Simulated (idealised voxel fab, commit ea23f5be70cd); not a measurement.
process module | voxel air gaps
cross-section cut | 255 nm wide | cells 5 nm
A cross-section is a grid of square cells, given in bands from the top down. A band is one or more rows of cells.
Each band's line starts with the height of the band's top and of its bottom, in nm. Then come its materials from left to right, each with its width in nm. One material with "throughout" fills the band from edge to edge. "air" is empty space.
Height 0 is the level under which the wafer as received is all one material. The lowest band goes on downwards, as in "0 down".
A width such as "30 to 40" changes by the same amount from each row of cells to the next, from the band's top row to its bottom row.
"no change" after a step means that no cell of the cross-section changed.
closed voids: empty space of 8 cells or more with no open way to the top, each as width x height at its distance from the left edge, in nm
after a step's settings: what the simulator itself notes on the step
overlay nm, on a step with a mask: how far to the right of its planned place the mask lay; to the left if negative
Each pair below shows a cross-section before one step and the cross-section after it, down to the lowest band that changed. The line under each pair gives the step between them, with its settings. The pairs can come from different runs of this module on the same starting wafer, so a pair continues from the pair above only where its "before" says so.
before
  0 down: Si throughout
  closed voids: none
after
  10 to 0: SiO2 throughout
  below 0: unchanged
  closed voids: none
the step between: op CONFORMAL_DEP | material SiO2 | thk nm 10
before: the cross-section after the pair above
after
  15 to 10: SiN throughout
  below 10: unchanged
  closed voids: none
the step between: op CONFORMAL_DEP | material SiN | thk nm 5
before: the cross-section after the pair above
after
  55 to 15: lowk throughout
  below 15: unchanged
  closed voids: none
the step between: op DIRECTIONAL_DEP | material lowk | thk nm 40
before: the cross-section after the pair above
after
  70 to 55: resist 60 | air 15 | resist 25 | air 15 | resist 25 | air 15 | resist 25 | air 15 | resist 60
  below 55: unchanged
  closed voids: none
the step between: op PATTERN | tone open | mask id LINES | material resist | width nm 15 | pitch nm 40 | thk nm 15 | overlay nm 0
before: the cross-section after the pair above
after
  70 to 55: resist 60 | air 15 | resist 25 | air 15 | resist 25 | air 15 | resist 25 | air 15 | resist 60
  55 to 15: lowk 60 | air 15 | lowk 25 | air 15 | lowk 25 | air 15 | lowk 25 | air 15 | lowk 60
  below 15: unchanged
  closed voids: none
the step between: op DIRECTIONAL_ETCH | etch materials lowk | depth nm 40
before: the cross-section after the pair above
after
  55 to 15: lowk 60 | air 15 | lowk 25 | air 15 | lowk 25 | air 15 | lowk 25 | air 15 | lowk 60
  below 15: unchanged
  closed voids: none
the step between: op STRIP | etch materials resist
before: the cross-section after the pair above
after
  60 to 55: TiN 65 | air 5 | TiN 35 | air 5 | TiN 35 | air 5 | TiN 35 | air 5 | TiN 65
  55 to 20: lowk 60 | TiN 5 | air 5 | TiN 5 | lowk 25 | TiN 5 | air 5 | TiN 5 | lowk 25 | TiN 5 | air 5 | TiN 5 | lowk 25 | TiN 5 | air 5 | TiN 5 | lowk 60
  20 to 15: lowk 60 | TiN 15 | lowk 25 | TiN 15 | lowk 25 | TiN 15 | lowk 25 | TiN 15 | lowk 60
  below 15: unchanged
  closed voids: none
the step between: op CONFORMAL_DEP | material TiN | thk nm 5
before: the cross-section after the pair above
after
  65 to 60: Cu throughout
  60 to 55: TiN 65 | Cu 5 | TiN 35 | Cu 5 | TiN 35 | Cu 5 | TiN 35 | Cu 5 | TiN 65
  55 to 20: lowk 60 | TiN 5 | Cu 5 | TiN 5 | lowk 25 | TiN 5 | Cu 5 | TiN 5 | lowk 25 | TiN 5 | Cu 5 | TiN 5 | lowk 25 | TiN 5 | Cu 5 | TiN 5 | lowk 60
  below 20: unchanged
  closed voids: none
the step between: op FILL_DEP | material Cu | thk nm 5
before: the cross-section after the pair above
after
  55 to 20: lowk 60 | TiN 5 | Cu 5 | TiN 5 | lowk 25 | TiN 5 | Cu 5 | TiN 5 | lowk 25 | TiN 5 | Cu 5 | TiN 5 | lowk 25 | TiN 5 | Cu 5 | TiN 5 | lowk 60
  below 20: unchanged
  closed voids: none
the step between: op CMP | height nm 55
before: the cross-section after the pair above
after
  65 to 55: air 50 | Ru 35 | air 5 | Ru 35 | air 5 | Ru 35 | air 5 | Ru 35 | air 50
  below 55: unchanged
  closed voids: none
the step between: op EPI | material Ru | thk nm 10
before: the cross-section after the pair above
after
  65 to 55: air 50 | Ru 35 | air 5 | Ru 35 | air 5 | Ru 35 | air 5 | Ru 35 | air 50
  55 to 20: air 60 | TiN 5 | Cu 5 | TiN 5 | air 25 | TiN 5 | Cu 5 | TiN 5 | air 25 | TiN 5 | Cu 5 | TiN 5 | air 25 | TiN 5 | Cu 5 | TiN 5 | air 60
  20 to 15: air 60 | TiN 15 | air 25 | TiN 15 | air 25 | TiN 15 | air 25 | TiN 15 | air 60
  below 15: unchanged
  closed voids: none
the step between: op SELECTIVE_ETCH | etch materials lowk | depth nm 50
before: the cross-section after the pair above
after
  70 to 65: air 45 | SiN 165 | air 45
  65 to 55: air 45 | SiN 5 | Ru 35 | SiN 5 | Ru 35 | SiN 5 | Ru 35 | SiN 5 | Ru 35 | SiN 5 | air 45
  55 to 50: air 45 | SiN 15 | TiN 5 | Cu 5 | TiN 5 | SiN 25 | TiN 5 | Cu 5 | TiN 5 | SiN 25 | TiN 5 | Cu 5 | TiN 5 | SiN 25 | TiN 5 | Cu 5 | TiN 5 | SiN 15 | air 45
  50 to 20: air 55 | SiN 5 | TiN 5 | Cu 5 | TiN 5 | SiN 5 | air 15 | SiN 5 | TiN 5 | Cu 5 | TiN 5 | SiN 5 | air 15 | SiN 5 | TiN 5 | Cu 5 | TiN 5 | SiN 5 | air 15 | SiN 5 | TiN 5 | Cu 5 | TiN 5 | SiN 5 | air 55
  20 to 15: SiN 60 | TiN 15 | SiN 25 | TiN 15 | SiN 25 | TiN 15 | SiN 25 | TiN 15 | SiN 60
  below 15: unchanged
  closed voids: 15 x 30 at 80; 15 x 30 at 120; 15 x 30 at 160
the step between: op CONFORMAL_DEP | material SiN | thk nm 5
before
  65 to 55: air 50 | Ru 35 | air 5 | Ru 35 | air 5 | Ru 35 | air 5 | Ru 35 | air 50
  55 to 20: lowk 60 | TiN 5 | Cu 5 | TiN 5 | lowk 25 | TiN 5 | Cu 5 | TiN 5 | lowk 25 | TiN 5 | Cu 5 | TiN 5 | lowk 25 | TiN 5 | Cu 5 | TiN 5 | lowk 60
  20 to 15: lowk 60 | TiN 15 | lowk 25 | TiN 15 | lowk 25 | TiN 15 | lowk 25 | TiN 15 | lowk 60
  15 to 10: SiN throughout
  10 to 0: SiO2 throughout
  0 down: Si throughout
  closed voids: none
after
  75 to 55: air 40 | Ru 175 | air 40
  below 55: unchanged
  closed voids: none
the step between: op EPI | material Ru | thk nm 10
before: the cross-section after the pair above
after
  75 to 55: air 40 | Ru 175 | air 40
  55 to 20: air 60 | TiN 5 | Cu 5 | TiN 5 | lowk 25 | TiN 5 | Cu 5 | TiN 5 | lowk 25 | TiN 5 | Cu 5 | TiN 5 | lowk 25 | TiN 5 | Cu 5 | TiN 5 | air 60
  20 to 15: air 60 | TiN 15 | lowk 25 | TiN 15 | lowk 25 | TiN 15 | lowk 25 | TiN 15 | air 60
  below 15: unchanged
  closed voids: none
the step between: op SELECTIVE_ETCH | etch materials lowk | depth nm 50
before: the cross-section after the pair above
after
  80 to 75: air 35 | SiN 185 | air 35
  75 to 55: air 35 | SiN 5 | Ru 175 | SiN 5 | air 35
  55 to 50: air 35 | SiN 25 | TiN 5 | Cu 5 | TiN 5 | lowk 25 | TiN 5 | Cu 5 | TiN 5 | lowk 25 | TiN 5 | Cu 5 | TiN 5 | lowk 25 | TiN 5 | Cu 5 | TiN 5 | SiN 25 | air 35
  50 to 20: air 55 | SiN 5 | TiN 5 | Cu 5 | TiN 5 | lowk 25 | TiN 5 | Cu 5 | TiN 5 | lowk 25 | TiN 5 | Cu 5 | TiN 5 | lowk 25 | TiN 5 | Cu 5 | TiN 5 | SiN 5 | air 55
  20 to 15: SiN 60 | TiN 15 | lowk 25 | TiN 15 | lowk 25 | TiN 15 | lowk 25 | TiN 15 | SiN 60
  below 15: unchanged
  closed voids: none
the step between: op CONFORMAL_DEP | material SiN | thk nm 5
before
  0 down: Si throughout
  closed voids: none
after
  5 to 0: SiN throughout
  below 0: unchanged
  closed voids: none
the step between: op CONFORMAL_DEP | material SiN | thk nm 5
before: the cross-section after the pair above
after
  15 to 5: SiO2 throughout
  below 5: unchanged
  closed voids: none
the step between: op CONFORMAL_DEP | material SiO2 | thk nm 10
before: the cross-section after the pair above
after
  55 to 15: lowk throughout
  below 15: unchanged
  closed voids: none
the step between: op DIRECTIONAL_DEP | material lowk | thk nm 40
before: the cross-section after the pair above
after
  70 to 55: resist 60 | air 15 | resist 25 | air 15 | resist 25 | air 15 | resist 25 | air 15 | resist 60
  below 55: unchanged
  closed voids: none
the step between: op PATTERN | tone open | mask id LINES | material resist | width nm 15 | pitch nm 40 | thk nm 15 | overlay nm 0
before: the cross-section after the pair above
after
  70 to 55: resist 60 | air 15 | resist 25 | air 15 | resist 25 | air 15 | resist 25 | air 15 | resist 60
  55 to 15: lowk 60 | air 15 | lowk 25 | air 15 | lowk 25 | air 15 | lowk 25 | air 15 | lowk 60
  below 15: unchanged
  closed voids: none
the step between: op DIRECTIONAL_ETCH | etch materials lowk | depth nm 40
before: the cross-section after the pair above
after
  55 to 15: lowk 60 | air 15 | lowk 25 | air 15 | lowk 25 | air 15 | lowk 25 | air 15 | lowk 60
  below 15: unchanged
  closed voids: none
the step between: op STRIP | etch materials resist
before: the cross-section after the pair above
after
  60 to 55: TiN 65 | air 5 | TiN 35 | air 5 | TiN 35 | air 5 | TiN 35 | air 5 | TiN 65
  55 to 20: lowk 60 | TiN 5 | air 5 | TiN 5 | lowk 25 | TiN 5 | air 5 | TiN 5 | lowk 25 | TiN 5 | air 5 | TiN 5 | lowk 25 | TiN 5 | air 5 | TiN 5 | lowk 60
  20 to 15: lowk 60 | TiN 15 | lowk 25 | TiN 15 | lowk 25 | TiN 15 | lowk 25 | TiN 15 | lowk 60
  below 15: unchanged
  closed voids: none
the step between: op CONFORMAL_DEP | material TiN | thk nm 5
before: the cross-section after the pair above
after
  65 to 60: Cu throughout
  60 to 55: TiN 65 | Cu 5 | TiN 35 | Cu 5 | TiN 35 | Cu 5 | TiN 35 | Cu 5 | TiN 65
  55 to 20: lowk 60 | TiN 5 | Cu 5 | TiN 5 | lowk 25 | TiN 5 | Cu 5 | TiN 5 | lowk 25 | TiN 5 | Cu 5 | TiN 5 | lowk 25 | TiN 5 | Cu 5 | TiN 5 | lowk 60
  below 20: unchanged
  closed voids: none
the step between: op FILL_DEP | material Cu | thk nm 5
before: the cross-section after the pair above
after
  55 to 20: lowk 60 | TiN 5 | Cu 5 | TiN 5 | lowk 25 | TiN 5 | Cu 5 | TiN 5 | lowk 25 | TiN 5 | Cu 5 | TiN 5 | lowk 25 | TiN 5 | Cu 5 | TiN 5 | lowk 60
  below 20: unchanged
  closed voids: none
the step between: op CMP | height nm 55
before: the cross-section after the pair above
after
  65 to 55: air 50 | Ru 35 | air 5 | Ru 35 | air 5 | Ru 35 | air 5 | Ru 35 | air 50
  below 55: unchanged
  closed voids: none
the step between: op EPI | material Ru | thk nm 10
before: the cross-section after the pair above
after
  65 to 55: air 50 | Ru 35 | air 5 | Ru 35 | air 5 | Ru 35 | air 5 | Ru 35 | air 50
  55 to 20: air 60 | TiN 5 | Cu 5 | TiN 5 | air 25 | TiN 5 | Cu 5 | TiN 5 | air 25 | TiN 5 | Cu 5 | TiN 5 | air 25 | TiN 5 | Cu 5 | TiN 5 | air 60
  20 to 15: air 60 | TiN 15 | air 25 | TiN 15 | air 25 | TiN 15 | air 25 | TiN 15 | air 60
  below 15: unchanged
  closed voids: none
the step between: op SELECTIVE_ETCH | etch materials lowk | depth nm 50
before: the cross-section after the pair above
after
  70 to 65: air 45 | SiN 165 | air 45
  65 to 55: air 45 | SiN 5 | Ru 35 | SiN 5 | Ru 35 | SiN 5 | Ru 35 | SiN 5 | Ru 35 | SiN 5 | air 45
  55 to 50: air 45 | SiN 15 | TiN 5 | Cu 5 | TiN 5 | SiN 25 | TiN 5 | Cu 5 | TiN 5 | SiN 25 | TiN 5 | Cu 5 | TiN 5 | SiN 25 | TiN 5 | Cu 5 | TiN 5 | SiN 15 | air 45
  50 to 20: air 55 | SiN 5 | TiN 5 | Cu 5 | TiN 5 | SiN 5 | air 15 | SiN 5 | TiN 5 | Cu 5 | TiN 5 | SiN 5 | air 15 | SiN 5 | TiN 5 | Cu 5 | TiN 5 | SiN 5 | air 15 | SiN 5 | TiN 5 | Cu 5 | TiN 5 | SiN 5 | air 55
  20 to 15: SiN 60 | TiN 15 | SiN 25 | TiN 15 | SiN 25 | TiN 15 | SiN 25 | TiN 15 | SiN 60
  below 15: unchanged
  closed voids: 15 x 30 at 80; 15 x 30 at 120; 15 x 30 at 160
the step between: op CONFORMAL_DEP | material SiN | thk nm 5
before
  65 to 60: Cu throughout
  60 to 55: TiN 65 | Cu 5 | TiN 35 | Cu 5 | TiN 35 | Cu 5 | TiN 35 | Cu 5 | TiN 65
  55 to 20: lowk 60 | TiN 5 | Cu 5 | TiN 5 | lowk 25 | TiN 5 | Cu 5 | TiN 5 | lowk 25 | TiN 5 | Cu 5 | TiN 5 | lowk 25 | TiN 5 | Cu 5 | TiN 5 | lowk 60
  20 to 15: lowk 60 | TiN 15 | lowk 25 | TiN 15 | lowk 25 | TiN 15 | lowk 25 | TiN 15 | lowk 60
  15 to 10: SiN throughout
  10 to 0: SiO2 throughout
  0 down: Si throughout
  closed voids: none
after
  60 to 55: TiN 65 | Cu 5 | TiN 35 | Cu 5 | TiN 35 | Cu 5 | TiN 35 | Cu 5 | TiN 65
  below 55: unchanged
  closed voids: none
the step between: op CMP | height nm 60
before: the cross-section after the pair above
after
  70 to 60: Ru throughout
  below 60: unchanged
  closed voids: none
the step between: op EPI | material Ru | thk nm 10
before: the cross-section after the pair above
after
  75 to 70: SiN throughout
  below 70: unchanged
  closed voids: none
the step between: op CONFORMAL_DEP | material SiN | thk nm 5
before
  55 to 15: lowk throughout
  15 to 10: SiN throughout
  10 to 0: SiO2 throughout
  0 down: Si throughout
  closed voids: none
after
  70 to 55: resist 60 | air 20 | resist 20 | air 20 | resist 20 | air 20 | resist 20 | air 20 | resist 55
  below 55: unchanged
  closed voids: none
the step between: op PATTERN | tone open | mask id LINES | material resist | width nm 20 | pitch nm 40 | thk nm 15 | overlay nm 0
before: the cross-section after the pair above
after
  70 to 55: resist 60 | air 20 | resist 20 | air 20 | resist 20 | air 20 | resist 20 | air 20 | resist 55
  55 to 15: lowk 60 | air 20 | lowk 20 | air 20 | lowk 20 | air 20 | lowk 20 | air 20 | lowk 55
  below 15: unchanged
  closed voids: none
the step between: op DIRECTIONAL_ETCH | etch materials lowk | depth nm 40
before: the cross-section after the pair above
after
  55 to 15: lowk 60 | air 20 | lowk 20 | air 20 | lowk 20 | air 20 | lowk 20 | air 20 | lowk 55
  below 15: unchanged
  closed voids: none
the step between: op STRIP | etch materials resist
before: the cross-section after the pair above
after
  60 to 55: TiN 65 | air 10 | TiN 30 | air 10 | TiN 30 | air 10 | TiN 30 | air 10 | TiN 60
  55 to 20: lowk 60 | TiN 5 | air 10 | TiN 5 | lowk 20 | TiN 5 | air 10 | TiN 5 | lowk 20 | TiN 5 | air 10 | TiN 5 | lowk 20 | TiN 5 | air 10 | TiN 5 | lowk 55
  20 to 15: lowk 60 | TiN 20 | lowk 20 | TiN 20 | lowk 20 | TiN 20 | lowk 20 | TiN 20 | lowk 55
  below 15: unchanged
  closed voids: none
the step between: op CONFORMAL_DEP | material TiN | thk nm 5
before: the cross-section after the pair above
after
  65 to 60: Cu throughout
  60 to 55: TiN 65 | Cu 10 | TiN 30 | Cu 10 | TiN 30 | Cu 10 | TiN 30 | Cu 10 | TiN 60
  55 to 20: lowk 60 | TiN 5 | Cu 10 | TiN 5 | lowk 20 | TiN 5 | Cu 10 | TiN 5 | lowk 20 | TiN 5 | Cu 10 | TiN 5 | lowk 20 | TiN 5 | Cu 10 | TiN 5 | lowk 55
  below 20: unchanged
  closed voids: none
the step between: op FILL_DEP | material Cu | thk nm 5
before: the cross-section after the pair above
after
  55 to 20: lowk 60 | TiN 5 | Cu 10 | TiN 5 | lowk 20 | TiN 5 | Cu 10 | TiN 5 | lowk 20 | TiN 5 | Cu 10 | TiN 5 | lowk 20 | TiN 5 | Cu 10 | TiN 5 | lowk 55
  below 20: unchanged
  closed voids: none
the step between: op CMP | height nm 55
before: the cross-section after the pair above
after
  65 to 55: air 50 | Ru 160 | air 45
  below 55: unchanged
  closed voids: none
the step between: op EPI | material Ru | thk nm 10
before: the cross-section after the pair above
after
  65 to 55: air 50 | Ru 160 | air 45
  55 to 20: air 60 | TiN 5 | Cu 10 | TiN 5 | lowk 20 | TiN 5 | Cu 10 | TiN 5 | lowk 20 | TiN 5 | Cu 10 | TiN 5 | lowk 20 | TiN 5 | Cu 10 | TiN 5 | air 55
  20 to 15: air 60 | TiN 20 | lowk 20 | TiN 20 | lowk 20 | TiN 20 | lowk 20 | TiN 20 | air 55
  below 15: unchanged
  closed voids: none
the step between: op SELECTIVE_ETCH | etch materials lowk | depth nm 50
before: the cross-section after the pair above
after
  70 to 65: air 45 | SiN 170 | air 40
  65 to 55: air 45 | SiN 5 | Ru 160 | SiN 5 | air 40
  55 to 50: air 45 | SiN 15 | TiN 5 | Cu 10 | TiN 5 | lowk 20 | TiN 5 | Cu 10 | TiN 5 | lowk 20 | TiN 5 | Cu 10 | TiN 5 | lowk 20 | TiN 5 | Cu 10 | TiN 5 | SiN 15 | air 40
  50 to 20: air 55 | SiN 5 | TiN 5 | Cu 10 | TiN 5 | lowk 20 | TiN 5 | Cu 10 | TiN 5 | lowk 20 | TiN 5 | Cu 10 | TiN 5 | lowk 20 | TiN 5 | Cu 10 | TiN 5 | SiN 5 | air 50
  20 to 15: SiN 60 | TiN 20 | lowk 20 | TiN 20 | lowk 20 | TiN 20 | lowk 20 | TiN 20 | SiN 55
  below 15: unchanged
  closed voids: none
the step between: op CONFORMAL_DEP | material SiN | thk nm 5
before
  55 to 15: lowk throughout
  15 to 10: SiN throughout
  10 to 0: SiO2 throughout
  0 down: Si throughout
  closed voids: none
after
  70 to 55: resist 70 | air 15 | resist 25 | air 15 | resist 25 | air 15 | resist 25 | air 15 | resist 50
  below 55: unchanged
  closed voids: none
the step between: op PATTERN | tone open | mask id LINES | material resist | width nm 15 | pitch nm 40 | thk nm 15 | overlay nm 10
before: the cross-section after the pair above
after
  70 to 55: resist 70 | air 15 | resist 25 | air 15 | resist 25 | air 15 | resist 25 | air 15 | resist 50
  55 to 15: lowk 70 | air 15 | lowk 25 | air 15 | lowk 25 | air 15 | lowk 25 | air 15 | lowk 50
  below 15: unchanged
  closed voids: none
the step between: op DIRECTIONAL_ETCH | etch materials lowk | depth nm 40
before: the cross-section after the pair above
after
  55 to 15: lowk 70 | air 15 | lowk 25 | air 15 | lowk 25 | air 15 | lowk 25 | air 15 | lowk 50
  below 15: unchanged
  closed voids: none
the step between: op STRIP | etch materials resist
before: the cross-section after the pair above
after
  60 to 55: TiN 75 | air 5 | TiN 35 | air 5 | TiN 35 | air 5 | TiN 35 | air 5 | TiN 55
  55 to 20: lowk 70 | TiN 5 | air 5 | TiN 5 | lowk 25 | TiN 5 | air 5 | TiN 5 | lowk 25 | TiN 5 | air 5 | TiN 5 | lowk 25 | TiN 5 | air 5 | TiN 5 | lowk 50
  20 to 15: lowk 70 | TiN 15 | lowk 25 | TiN 15 | lowk 25 | TiN 15 | lowk 25 | TiN 15 | lowk 50
  below 15: unchanged
  closed voids: none
the step between: op CONFORMAL_DEP | material TiN | thk nm 5
before: the cross-section after the pair above
after
  65 to 60: Cu throughout
  60 to 55: TiN 75 | Cu 5 | TiN 35 | Cu 5 | TiN 35 | Cu 5 | TiN 35 | Cu 5 | TiN 55
  55 to 20: lowk 70 | TiN 5 | Cu 5 | TiN 5 | lowk 25 | TiN 5 | Cu 5 | TiN 5 | lowk 25 | TiN 5 | Cu 5 | TiN 5 | lowk 25 | TiN 5 | Cu 5 | TiN 5 | lowk 50
  below 20: unchanged
  closed voids: none
the step between: op FILL_DEP | material Cu | thk nm 5
before: the cross-section after the pair above
after
  55 to 20: lowk 70 | TiN 5 | Cu 5 | TiN 5 | lowk 25 | TiN 5 | Cu 5 | TiN 5 | lowk 25 | TiN 5 | Cu 5 | TiN 5 | lowk 25 | TiN 5 | Cu 5 | TiN 5 | lowk 50
  below 20: unchanged
  closed voids: none
the step between: op CMP | height nm 55
before: the cross-section after the pair above
after
  65 to 55: air 60 | Ru 35 | air 5 | Ru 35 | air 5 | Ru 35 | air 5 | Ru 35 | air 40
  below 55: unchanged
  closed voids: none
the step between: op EPI | material Ru | thk nm 10
before: the cross-section after the pair above
after
  65 to 55: air 60 | Ru 35 | air 5 | Ru 35 | air 5 | Ru 35 | air 5 | Ru 35 | air 40
  55 to 20: air 70 | TiN 5 | Cu 5 | TiN 5 | air 25 | TiN 5 | Cu 5 | TiN 5 | air 25 | TiN 5 | Cu 5 | TiN 5 | air 25 | TiN 5 | Cu 5 | TiN 5 | air 50
  20 to 15: air 70 | TiN 15 | air 25 | TiN 15 | air 25 | TiN 15 | air 25 | TiN 15 | air 50
  below 15: unchanged
  closed voids: none
the step between: op SELECTIVE_ETCH | etch materials lowk | depth nm 50
before: the cross-section after the pair above
after
  70 to 65: air 55 | SiN 165 | air 35
  65 to 55: air 55 | SiN 5 | Ru 35 | SiN 5 | Ru 35 | SiN 5 | Ru 35 | SiN 5 | Ru 35 | SiN 5 | air 35
  55 to 50: air 55 | SiN 15 | TiN 5 | Cu 5 | TiN 5 | SiN 25 | TiN 5 | Cu 5 | TiN 5 | SiN 25 | TiN 5 | Cu 5 | TiN 5 | SiN 25 | TiN 5 | Cu 5 | TiN 5 | SiN 15 | air 35
  50 to 20: air 65 | SiN 5 | TiN 5 | Cu 5 | TiN 5 | SiN 5 | air 15 | SiN 5 | TiN 5 | Cu 5 | TiN 5 | SiN 5 | air 15 | SiN 5 | TiN 5 | Cu 5 | TiN 5 | SiN 5 | air 15 | SiN 5 | TiN 5 | Cu 5 | TiN 5 | SiN 5 | air 45
  20 to 15: SiN 70 | TiN 15 | SiN 25 | TiN 15 | SiN 25 | TiN 15 | SiN 25 | TiN 15 | SiN 50
  below 15: unchanged
  closed voids: 15 x 30 at 90; 15 x 30 at 130; 15 x 30 at 170
the step between: op CONFORMAL_DEP | material SiN | thk nm 5
before
  0 down: Si throughout
  closed voids: none
after
  10 to 0: TiN throughout
  below 0: unchanged
  closed voids: none
the step between: op CONFORMAL_DEP | material TiN | thk nm 10
before: the cross-section after the pair above
after
  15 to 10: SiN throughout
  below 10: unchanged
  closed voids: none
the step between: op CONFORMAL_DEP | material SiN | thk nm 5
before: the cross-section after the pair above
after
  55 to 15: lowk throughout
  below 15: unchanged
  closed voids: none
the step between: op DIRECTIONAL_DEP | material lowk | thk nm 40
before: the cross-section after the pair above
after
  70 to 55: resist 60 | air 15 | resist 25 | air 15 | resist 25 | air 15 | resist 25 | air 15 | resist 60
  below 55: unchanged
  closed voids: none
the step between: op PATTERN | tone open | mask id LINES | material resist | width nm 15 | pitch nm 40 | thk nm 15 | overlay nm 0
before: the cross-section after the pair above
after
  70 to 55: resist 60 | air 15 | resist 25 | air 15 | resist 25 | air 15 | resist 25 | air 15 | resist 60
  55 to 15: lowk 60 | air 15 | lowk 25 | air 15 | lowk 25 | air 15 | lowk 25 | air 15 | lowk 60
  below 15: unchanged
  closed voids: none
the step between: op DIRECTIONAL_ETCH | etch materials lowk | depth nm 40
before: the cross-section after the pair above
after
  55 to 15: lowk 60 | air 15 | lowk 25 | air 15 | lowk 25 | air 15 | lowk 25 | air 15 | lowk 60
  below 15: unchanged
  closed voids: none
the step between: op STRIP | etch materials resist
before: the cross-section after the pair above
after
  60 to 55: TiN 65 | air 5 | TiN 35 | air 5 | TiN 35 | air 5 | TiN 35 | air 5 | TiN 65
  55 to 20: lowk 60 | TiN 5 | air 5 | TiN 5 | lowk 25 | TiN 5 | air 5 | TiN 5 | lowk 25 | TiN 5 | air 5 | TiN 5 | lowk 25 | TiN 5 | air 5 | TiN 5 | lowk 60
  20 to 15: lowk 60 | TiN 15 | lowk 25 | TiN 15 | lowk 25 | TiN 15 | lowk 25 | TiN 15 | lowk 60
  below 15: unchanged
  closed voids: none
the step between: op CONFORMAL_DEP | material TiN | thk nm 5
before: the cross-section after the pair above
after
  65 to 60: Cu throughout
  60 to 55: TiN 65 | Cu 5 | TiN 35 | Cu 5 | TiN 35 | Cu 5 | TiN 35 | Cu 5 | TiN 65
  55 to 20: lowk 60 | TiN 5 | Cu 5 | TiN 5 | lowk 25 | TiN 5 | Cu 5 | TiN 5 | lowk 25 | TiN 5 | Cu 5 | TiN 5 | lowk 25 | TiN 5 | Cu 5 | TiN 5 | lowk 60
  below 20: unchanged
  closed voids: none
the step between: op FILL_DEP | material Cu | thk nm 5
before: the cross-section after the pair above
after
  55 to 20: lowk 60 | TiN 5 | Cu 5 | TiN 5 | lowk 25 | TiN 5 | Cu 5 | TiN 5 | lowk 25 | TiN 5 | Cu 5 | TiN 5 | lowk 25 | TiN 5 | Cu 5 | TiN 5 | lowk 60
  below 20: unchanged
  closed voids: none
the step between: op CMP | height nm 55
before: the cross-section after the pair above
after
  65 to 55: air 50 | Ru 35 | air 5 | Ru 35 | air 5 | Ru 35 | air 5 | Ru 35 | air 50
  below 55: unchanged
  closed voids: none
the step between: op EPI | material Ru | thk nm 10
before: the cross-section after the pair above
after
  65 to 55: air 50 | Ru 35 | air 5 | Ru 35 | air 5 | Ru 35 | air 5 | Ru 35 | air 50
  55 to 20: air 60 | TiN 5 | Cu 5 | TiN 5 | air 25 | TiN 5 | Cu 5 | TiN 5 | air 25 | TiN 5 | Cu 5 | TiN 5 | air 25 | TiN 5 | Cu 5 | TiN 5 | air 60
  20 to 15: air 60 | TiN 15 | air 25 | TiN 15 | air 25 | TiN 15 | air 25 | TiN 15 | air 60
  below 15: unchanged
  closed voids: none
the step between: op SELECTIVE_ETCH | etch materials lowk | depth nm 50
before: the cross-section after the pair above
after
  70 to 65: air 45 | SiN 165 | air 45
  65 to 55: air 45 | SiN 5 | Ru 35 | SiN 5 | Ru 35 | SiN 5 | Ru 35 | SiN 5 | Ru 35 | SiN 5 | air 45
  55 to 50: air 45 | SiN 15 | TiN 5 | Cu 5 | TiN 5 | SiN 25 | TiN 5 | Cu 5 | TiN 5 | SiN 25 | TiN 5 | Cu 5 | TiN 5 | SiN 25 | TiN 5 | Cu 5 | TiN 5 | SiN 15 | air 45
  50 to 20: air 55 | SiN 5 | TiN 5 | Cu 5 | TiN 5 | SiN 5 | air 15 | SiN 5 | TiN 5 | Cu 5 | TiN 5 | SiN 5 | air 15 | SiN 5 | TiN 5 | Cu 5 | TiN 5 | SiN 5 | air 15 | SiN 5 | TiN 5 | Cu 5 | TiN 5 | SiN 5 | air 55
  20 to 15: SiN 60 | TiN 15 | SiN 25 | TiN 15 | SiN 25 | TiN 15 | SiN 25 | TiN 15 | SiN 60
  below 15: unchanged
  closed voids: 15 x 30 at 80; 15 x 30 at 120; 15 x 30 at 160
the step between: op CONFORMAL_DEP | material SiN | thk nm 5
before
  55 to 15: lowk throughout
  15 to 10: SiN throughout
  10 to 0: SiO2 throughout
  0 down: Si throughout
  closed voids: none
after
  70 to 55: air 60 | resist 15 | air 25 | resist 15 | air 25 | resist 15 | air 25 | resist 15 | air 60
  below 55: unchanged
  closed voids: none
the step between: op PATTERN | tone cover | mask id LINES | material resist | width nm 15 | pitch nm 40 | thk nm 15 | overlay nm 0
before: the cross-section after the pair above
after
  70 to 55: air 60 | resist 15 | air 25 | resist 15 | air 25 | resist 15 | air 25 | resist 15 | air 60
  55 to 15: air 60 | lowk 15 | air 25 | lowk 15 | air 25 | lowk 15 | air 25 | lowk 15 | air 60
  below 15: unchanged
  closed voids: none
the step between: op DIRECTIONAL_ETCH | etch materials lowk | depth nm 40
before: the cross-section after the pair above
after
  55 to 15: air 60 | lowk 15 | air 25 | lowk 15 | air 25 | lowk 15 | air 25 | lowk 15 | air 60
  below 15: unchanged
  closed voids: none
the step between: op STRIP | etch materials resist
before: the cross-section after the pair above
after
  60 to 55: air 55 | TiN 25 | air 15 | TiN 25 | air 15 | TiN 25 | air 15 | TiN 25 | air 55
  55 to 20: air 55 | TiN 5 | lowk 15 | TiN 5 | air 15 | TiN 5 | lowk 15 | TiN 5 | air 15 | TiN 5 | lowk 15 | TiN 5 | air 15 | TiN 5 | lowk 15 | TiN 5 | air 55
  20 to 15: TiN 60 | lowk 15 | TiN 25 | lowk 15 | TiN 25 | lowk 15 | TiN 25 | lowk 15 | TiN 60
  below 15: unchanged
  closed voids: none
the step between: op CONFORMAL_DEP | material TiN | thk nm 5
before: the cross-section after the pair above
after
  65 to 60: Cu throughout
  60 to 55: Cu 55 | TiN 25 | Cu 15 | TiN 25 | Cu 15 | TiN 25 | Cu 15 | TiN 25 | Cu 55
  55 to 20: Cu 55 | TiN 5 | lowk 15 | TiN 5 | Cu 15 | TiN 5 | lowk 15 | TiN 5 | Cu 15 | TiN 5 | lowk 15 | TiN 5 | Cu 15 | TiN 5 | lowk 15 | TiN 5 | Cu 55
  below 20: unchanged
  closed voids: none
the step between: op FILL_DEP | material Cu | thk nm 5
before: the cross-section after the pair above
after
  55 to 20: Cu 55 | TiN 5 | lowk 15 | TiN 5 | Cu 15 | TiN 5 | lowk 15 | TiN 5 | Cu 15 | TiN 5 | lowk 15 | TiN 5 | Cu 15 | TiN 5 | lowk 15 | TiN 5 | Cu 55
  below 20: unchanged
  closed voids: none
the step between: op CMP | height nm 55
before: the cross-section after the pair above
after
  65 to 55: Ru throughout
  below 55: unchanged
  closed voids: none
the step between: op EPI | material Ru | thk nm 10
before: the cross-section after the pair above
after
  70 to 65: SiN throughout
  below 65: unchanged
  closed voids: none
the step between: op CONFORMAL_DEP | material SiN | thk nm 5
